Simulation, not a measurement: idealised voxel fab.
You're looking at the process module voxel released beams.
Each square cell in cross-section cut measures 5 nm, and the section as a whole is 285 nm wide.
Reading order for cross-sections: top band down to bottom band. Underlying form: a grid of square cells. Band size: one or more rows of cells.
In this notation a band is specified by the heights of its top and bottom, in that order and in nm, after which its materials appear from left to right, each paired with its width in nm. The word "full width" attached to a single material means that material fills the band from edge to edge; the word "blank" stands for empty space.
Heights are expressed relative to 0, this being the level below which the as-received wafer comprises one material exclusively. The lowest band is unbounded in the downward direction and is denoted as in "0 and below".
The two numbers in a width such as "30 to 40" mark its ends across the band: the first belongs to the top row of cells, the second to the bottom row, and from each row to the next the width moves by the same amount.
Key: "stayed the same" - step with no changed cell in the cross-section.
The label "Closed voids list" introduces a list of the empty spaces, 8 cells or larger, that have no open way up to the top; each entry in it reads width x height at distance, where the distance is taken from the left edge and all three are stated in nm.
If you see something after the settings on a step's line, that's the simulator's own remark about that step.
overlay nm: mask offset rightward from planned place, masked step; negative means leftward offset.
Planned step list for the process:
1,op RECEIVE | material Si
2,op CONFORMAL_DEP | material SiN | thk nm 10
3,op DIRECTIONAL_DEP | material SiO2 | thk nm 10
4,op MASKED_ETCH | tone open | mask id ANCHOR | width nm 30 | etch materials SiO2 | depth nm 10 | overlay nm 0
5,op CONFORMAL_DEP | material polySi | thk nm 10
6,op DIRECTIONAL_DEP | material aC | thk nm 15
7,op PATTERN | tone cover | mask id BEAM | material resist | width nm 110 | thk nm 30 | overlay nm 0
8,op DIRECTIONAL_ETCH | etch materials aC | depth nm 15
9,op STRIP | etch materials resist
10,op DIRECTIONAL_ETCH | etch materials polySi | depth nm 10
11,op STRIP | etch materials aC
12,op STRIP | etch materials SiO2
The first of a set of two wafers, run to plan:
Cross-section of the incoming wafer, state after step 1:
0 and below | Si full width
Closed voids list: none
Wafer xsec, post step 2:
10 down to 0 | SiN full width
below 0: unchanged
Wafer xsec, post step 3:
20 down to 10 | SiO2 full width
below 10: unchanged
Wafer xsec, post step 4:
20 down to 10 | SiO2: 90, then blank: 30, then SiO2: 165
below 10: unchanged
Wafer xsec, post step 5:
30 down to 20 | polySi: 100, then blank: 10, then polySi: 175
20 down to 10 | SiO2: 90, then polySi: 30, then SiO2: 165
below 10: unchanged
Wafer xsec, post step 6:
45 down to 35 | aC: 100, then blank: 10, then aC: 175
35 down to 30 | aC full width
30 down to 20 | polySi: 100, then aC: 10, then polySi: 175
below 20: unchanged
Wafer xsec, post step 7:
75 down to 45 | blank: 85, then resist: 110, then blank: 90
45 down to 35 | aC: 100, then resist: 10, then aC: 175
below 35: unchanged
Wafer xsec, post step 8:
60 down to 45 | blank: 85, then resist: 110, then blank: 90
45 down to 35 | blank: 85, then aC: 15, then resist: 10, then aC: 85, then blank: 90
35 down to 30 | blank: 85, then aC: 110, then blank: 90
below 30: unchanged
Wafer xsec, post step 9:
45 down to 35 | blank: 85, then aC: 15, then blank: 10, then aC: 85, then blank: 90
below 35: unchanged
Wafer xsec, post step 10:
45 down to 35 | blank: 85, then aC: 15, then blank: 10, then aC: 85, then blank: 90
35 down to 30 | blank: 85, then aC: 110, then blank: 90
30 down to 20 | blank: 85, then polySi: 15, then aC: 10, then polySi: 85, then blank: 90
below 20: unchanged
Wafer xsec, post step 11:
30 down to 20 | blank: 85, then polySi: 15, then blank: 10, then polySi: 85, then blank: 90
below 20: unchanged
Wafer xsec, post step 12:
30 down to 20 | blank: 85, then polySi: 15, then blank: 10, then polySi: 85, then blank: 90
20 down to 10 | blank: 90, then polySi: 30, then blank: 165
below 10: unchanged
Now the other wafer: same start, same recipe, but we messed up one thing when running it. Up to and including step 6 it's the same as the first one:
Cross-section of the second wafer at the time step 7 of the plan should have ended:
75 down to 45 | blank: 80, then resist: 110, then blank: 95
45 down to 35 | aC: 100, then resist: 10, then aC: 175
below 35: unchanged
Cross-section of the second wafer at the time step 8 of the plan should have ended:
60 down to 45 | blank: 80, then resist: 110, then blank: 95
45 down to 35 | blank: 80, then aC: 20, then resist: 10, then aC: 80, then blank: 95
35 down to 30 | blank: 80, then aC: 110, then blank: 95
below 30: unchanged
Cross-section of the second wafer at the time step 9 of the plan should have ended:
45 down to 35 | blank: 80, then aC: 20, then blank: 10, then aC: 80, then blank: 95
below 35: unchanged
Cross-section of the second wafer at the time step 10 of the plan should have ended:
45 down to 35 | blank: 80, then aC: 20, then blank: 10, then aC: 80, then blank: 95
35 down to 30 | blank: 80, then aC: 110, then blank: 95
30 down to 20 | blank: 80, then polySi: 20, then aC: 10, then polySi: 80, then blank: 95
below 20: unchanged
Cross-section of the second wafer at the time step 11 of the plan should have ended:
30 down to 20 | blank: 80, then polySi: 20, then blank: 10, then polySi: 80, then blank: 95
below 20: unchanged
Cross-section of the second wafer at the time step 12 of the plan should have ended:
30 down to 20 | blank: 80, then polySi: 20, then blank: 10, then polySi: 80, then blank: 95
20 down to 10 | blank: 90, then polySi: 30, then blank: 165
below 10: unchanged
Which mistake was made when the wafer was run? the process deviated at step 7: the operation and settings actually run there were op PATTERN | tone cover | mask id BEAM | material resist | width nm 110 | thk nm 30 | overlay nm -5
Upon completion, the cell count for each material on the second wafer equals that on the first, whereas the spatial distribution of those cells differs.
